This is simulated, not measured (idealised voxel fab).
Process module, titled voxel transistor to metal
In the cross-section labelled cut, the width is 275 nm and each square cell is 5 nm.
Throughout this document, each cross-section is represented as a grid of square cells and is presented as a sequence of bands enumerated from the top downward, where a band comprises one or more rows of cells.
Heights first: top, then bottom, in nm. Then materials, left to right, each with a width in nm. "all across" on a single material: fills the band edge to edge. "blank": empty space.
It should be noted that heights are counted from 0, beneath which the wafer as supplied is of one material throughout, and that the lowest band possesses no lower boundary but continues downward, as written in "top 0, no bottom".
You'd read "30->40" like this: the band's top row of cells is as wide as the first number, its bottom row is as wide as the second, and going down, every row changes width by the same amount as the row before did.
The designation "same as before", where it is given for a processing step, indicates that no cell of the cross-section was altered in the course of that step.
Closed empty spaces (no open way to the top) of 8 cells or more are what "Closed void roster" lists, each as width x height at distance from the left edge, nm for all three.
Heads up: the bit after the settings on a step's line is the simulator's remark on that step.
What "overlay nm" on a step's line means: if the step has a mask, that mask lay this far to the right of its planned place, or, when the value is negative, to the left.
**The process steps that were planned are listed below**
1: RECEIVE (material Si)
2: CONFORMAL_DEP (material SiO2; thk nm 5)
3: CONFORMAL_DEP (material SiN; thk nm 10)
4: PATTERN (tone cover; mask id ACTIVE; material resist; width nm 105; pitch nm 125; thk nm 20; overlay nm 0)
5: DIRECTIONAL_ETCH (etch materials SiN; depth nm 10)
6: DIRECTIONAL_ETCH (etch materials SiO2; depth nm 5)
7: DIRECTIONAL_ETCH (etch materials Si; depth nm 30)
8: STRIP (etch materials resist)
9: FILL_DEP (material SiO2; thk nm 15)
10: CMP (height nm 15)
11: SELECTIVE_ETCH (etch materials SiO2; depth nm 5)
12: STRIP (etch materials SiN)
13: SELECTIVE_ETCH (etch materials SiO2; depth nm 5)
14: OXIDIZE (depth nm 5)
15: DIRECTIONAL_DEP (material polySi; thk nm 20)
16: DIRECTIONAL_DEP (material SiCN; thk nm 10)
17: PATTERN (tone cover; mask id GATE; material resist; width nm 25; pitch nm 125; thk nm 20; overlay nm 0)
18: DIRECTIONAL_ETCH (etch materials SiCN; depth nm 20)
19: DIRECTIONAL_ETCH (etch materials polySi; depth nm 30)
20: STRIP (etch materials resist)
21: CONFORMAL_DEP (material SiN; thk nm 10)
22: DIRECTIONAL_ETCH (etch materials SiN; depth nm 10)
23: DIRECTIONAL_ETCH (etch materials SiO2; depth nm 5)
24: DIRECTIONAL_ETCH (etch materials Si; depth nm 10)
25: EPI (material SiGe; thk nm 15)
26: FILL_DEP (material SiO2; thk nm 5)
27: CMP (height nm 30)
28: DIRECTIONAL_DEP (material SiO2; thk nm 15)
29: DIRECTIONAL_DEP (material aC; thk nm 10)
30: PATTERN (tone open; mask id CONTACT; material resist; width nm 30; thk nm 25; overlay nm 0)
31: DIRECTIONAL_ETCH (etch materials aC; depth nm 10)
32: STRIP (etch materials resist)
33: DIRECTIONAL_ETCH (etch materials SiO2; depth nm 35)
34: STRIP (etch materials aC)
35: CONFORMAL_DEP (material TiN; thk nm 5)
36: FILL_DEP (material W; thk nm 5)
37: CMP (height nm 45)
38: CONFORMAL_DEP (material SiCN; thk nm 5)
39: DIRECTIONAL_DEP (material lowk; thk nm 15)
40: MASKED_ETCH (tone open; mask id METAL_1; width nm 20; etch materials lowk; depth nm 15; overlay nm 0)
41: MASKED_ETCH (tone open; mask id METAL_1; width nm 20; etch materials SiCN; depth nm 5; overlay nm 0)
42: CONFORMAL_DEP (material TiN; thk nm 5)
43: FILL_DEP (material Ru; thk nm 5)
44: CMP (height nm 65)
45: CONFORMAL_DEP (material SiN; thk nm 5)
**Cross-section: wafer on arrival = after step 1**
    top 0, no bottom | Si all across
    Closed void roster: none
**Wafer cross-section at module end: first of two, run to plan**
    top 70, bottom 65 | SiN all across
    top 65, bottom 50 | lowk 25 | TiN 5 | Ru 10 | TiN 5 | lowk 55 | TiN 5 | Ru 10 | TiN 5 | lowk 30 | TiN 5 | Ru 10 | TiN 5 | lowk 55 | TiN 5 | Ru 10 | TiN 5 | lowk 30
    top 50, bottom 45 | SiCN 25 | TiN 20 | SiCN 55 | TiN 20 | SiCN 30 | TiN 20 | SiCN 55 | TiN 20 | SiCN 30
    top 45, bottom 35 | SiO2 25 | TiN 5 | W 20 | TiN 5 | SiO2 35 | TiN 5 | W 20 | TiN 5 | SiO2 30 | TiN 5 | W 20 | TiN 5 | SiO2 35 | TiN 5 | W 20 | TiN 5 | SiO2 30
    top 35, bottom 30 | SiO2 25 | TiN 5 | W 15 | TiN 10 | SiO2 35 | TiN 10 | W 15 | TiN 5 | SiO2 30 | TiN 5 | W 15 | TiN 10 | SiO2 35 | TiN 10 | W 15 | TiN 5 | SiO2 30
    top 30, bottom 20 | SiO2 25 | TiN 5 | W 15 | TiN 5 | SiN 10 | SiCN 25 | SiN 10 | TiN 5 | W 15 | TiN 5 | SiO2 30 | TiN 5 | W 15 | TiN 5 | SiN 10 | SiCN 25 | SiN 10 | TiN 5 | W 15 | TiN 5 | SiO2 30
    top 20, bottom 15 | SiO2 25 | TiN 5 | W 15 | TiN 5 | SiN 10 | polySi 25 | SiN 10 | TiN 5 | W 15 | TiN 5 | SiO2 30 | TiN 5 | W 15 | TiN 5 | SiN 10 | polySi 25 | SiN 10 | TiN 5 | W 15 | TiN 5 | SiO2 30
    top 15, bottom 10 | SiO2 25 | TiN 25 | SiN 10 | polySi 25 | SiN 10 | TiN 25 | SiO2 30 | TiN 25 | SiN 10 | polySi 25 | SiN 10 | TiN 25 | SiO2 30
    top 10, bottom 5 | SiO2 20 | SiGe 30 | SiN 10 | polySi 25 | SiN 10 | SiGe 30 | SiO2 20 | SiGe 30 | SiN 10 | polySi 25 | SiN 10 | SiGe 30 | SiO2 25
    top 5, bottom 0 | SiO2 15 | SiN 10 | SiGe 25 | SiN 10 | polySi 25 | SiN 10 | SiGe 25 | SiN 10 | SiO2 10 | SiN 10 | SiGe 25 | SiN 10 | polySi 25 | SiN 10 | SiGe 25 | SiN 10 | SiO2 20
    top 0, bottom -5 | SiO2 25 | SiGe 25 | SiO2 45 | SiGe 25 | SiO2 30 | SiGe 25 | SiO2 45 | SiGe 25 | SiO2 30
    top -5, bottom -15 | SiO2 20 | Si 5 | SiGe 25 | Si 45 | SiGe 25 | Si 5 | SiO2 20 | Si 5 | SiGe 25 | Si 45 | SiGe 25 | Si 5 | SiO2 25
    top -15, bottom -30 | SiO2 20 | Si 105 | SiO2 20 | Si 105 | SiO2 25
    top -30, no bottom | Si all across
    Closed void roster: none
**Module end: cross-section of wafer two of two. Same start and process plan as the first wafer. One mistake during execution**
    top 70, bottom 65 | SiN all across
    top 65, bottom 60 | SiCN 25 | TiN 20 | SiCN 55 | TiN 20 | SiCN 30 | TiN 20 | SiCN 55 | TiN 20 | SiCN 30
    top 60, bottom 45 | lowk all across
    top 45, bottom 35 | SiO2 25 | TiN 5 | W 20 | TiN 5 | SiO2 35 | TiN 5 | W 20 | TiN 5 | SiO2 30 | TiN 5 | W 20 | TiN 5 | SiO2 35 | TiN 5 | W 20 | TiN 5 | SiO2 30
    top 35, bottom 30 | SiO2 25 | TiN 5 | W 15 | TiN 10 | SiO2 35 | TiN 10 | W 15 | TiN 5 | SiO2 30 | TiN 5 | W 15 | TiN 10 | SiO2 35 | TiN 10 | W 15 | TiN 5 | SiO2 30
    top 30, bottom 20 | SiO2 25 | TiN 5 | W 15 | TiN 5 | SiN 10 | SiCN 25 | SiN 10 | TiN 5 | W 15 | TiN 5 | SiO2 30 | TiN 5 | W 15 | TiN 5 | SiN 10 | SiCN 25 | SiN 10 | TiN 5 | W 15 | TiN 5 | SiO2 30
    top 20, bottom 15 | SiO2 25 | TiN 5 | W 15 | TiN 5 | SiN 10 | polySi 25 | SiN 10 | TiN 5 | W 15 | TiN 5 | SiO2 30 | TiN 5 | W 15 | TiN 5 | SiN 10 | polySi 25 | SiN 10 | TiN 5 | W 15 | TiN 5 | SiO2 30
    top 15, bottom 10 | SiO2 25 | TiN 25 | SiN 10 | polySi 25 | SiN 10 | TiN 25 | SiO2 30 | TiN 25 | SiN 10 | polySi 25 | SiN 10 | TiN 25 | SiO2 30
    top 10, bottom 5 | SiO2 20 | SiGe 30 | SiN 10 | polySi 25 | SiN 10 | SiGe 30 | SiO2 20 | SiGe 30 | SiN 10 | polySi 25 | SiN 10 | SiGe 30 | SiO2 25
    top 5, bottom 0 | SiO2 15 | SiN 10 | SiGe 25 | SiN 10 | polySi 25 | SiN 10 | SiGe 25 | SiN 10 | SiO2 10 | SiN 10 | SiGe 25 | SiN 10 | polySi 25 | SiN 10 | SiGe 25 | SiN 10 | SiO2 20
    top 0, bottom -5 | SiO2 25 | SiGe 25 | SiO2 45 | SiGe 25 | SiO2 30 | SiGe 25 | SiO2 45 | SiGe 25 | SiO2 30
    top -5, bottom -15 | SiO2 20 | Si 5 | SiGe 25 | Si 45 | SiGe 25 | Si 5 | SiO2 20 | Si 5 | SiGe 25 | Si 45 | SiGe 25 | Si 5 | SiO2 25
    top -15, bottom -30 | SiO2 20 | Si 105 | SiO2 20 | Si 105 | SiO2 25
    top -30, no bottom | Si all across
    Closed void roster: none
In executing the process, a mistake was made relative to the plan: steps 38 and 39 run out of order (swapped)
In the final state, the cell counts of the second wafer exceed or fall short of those of the first for the following materials: Ru: 24 fewer | TiN: 24 fewer | lowk: 48 more
